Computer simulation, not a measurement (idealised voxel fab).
process module | voxel ribs on slabs
cross-section cut | 280 nm wide | cells 5 nm
A cross-section is a grid of square cells, given in bands from the top down. A band is one or more rows of cells.
Each band's line starts with the height of the band's top and of its bottom, in nm. Then come its materials from left to right, each with its width in nm. One material with "throughout" fills the band from edge to edge. "air" is empty space.
Height 0 is the level under which the wafer as received is all one material. The lowest band goes on downwards, as in "0 down".
A width such as "30 to 40" changes by the same amount from each row of cells to the next, from the band's top row to its bottom row.
"no change" after a step means that no cell of the cross-section changed.
closed voids: empty space of 8 cells or more with no open way to the top, each as width x height at its distance from the left edge, in nm
after a step's settings: what the simulator itself notes on the step
overlay nm, on a step with a mask: how far to the right of its planned place the mask lay; to the left if negative
plan
1 op RECEIVE | material Si
2 op DIRECTIONAL_DEP | material SiO2 | thk nm 30
3 op DIRECTIONAL_DEP | material SiN | thk nm 20
4 op PATTERN | tone cover | mask id RIB | material resist | width nm 15 | thk nm 15 | overlay nm 0
5 op DIRECTIONAL_ETCH | etch materials SiN | depth nm 10
6 op STRIP | etch materials resist
7 op MASKED_ETCH | tone cover | mask id SLAB | width nm 45 | etch materials SiN | depth nm 10 | overlay nm 0
8 op FILL_DEP | material SiO2 | thk nm 20
9 op CMP | height nm 60
10 op DIRECTIONAL_DEP | material W | thk nm 5
11 op MASKED_ETCH | tone cover | mask id HEATER | width nm 25 | etch materials W | depth nm 5 | overlay nm 0
12 op CONFORMAL_DEP | material SiO2 | thk nm 5
as received, after step 1
  0 down: Si throughout
  closed voids: none
a wafer at the end: this start, this plan, one mistake
  65 to 60: air 125 | W 25 | air 130
  60 to 50: SiO2 throughout
  50 to 40: SiO2 130 | SiN 15 | SiO2 135
  40 to 30: SiO2 115 | SiN 45 | SiO2 120
  30 to 0: SiO2 throughout
  0 down: Si throughout
  closed voids: none
what went wrong: step 12 was left out
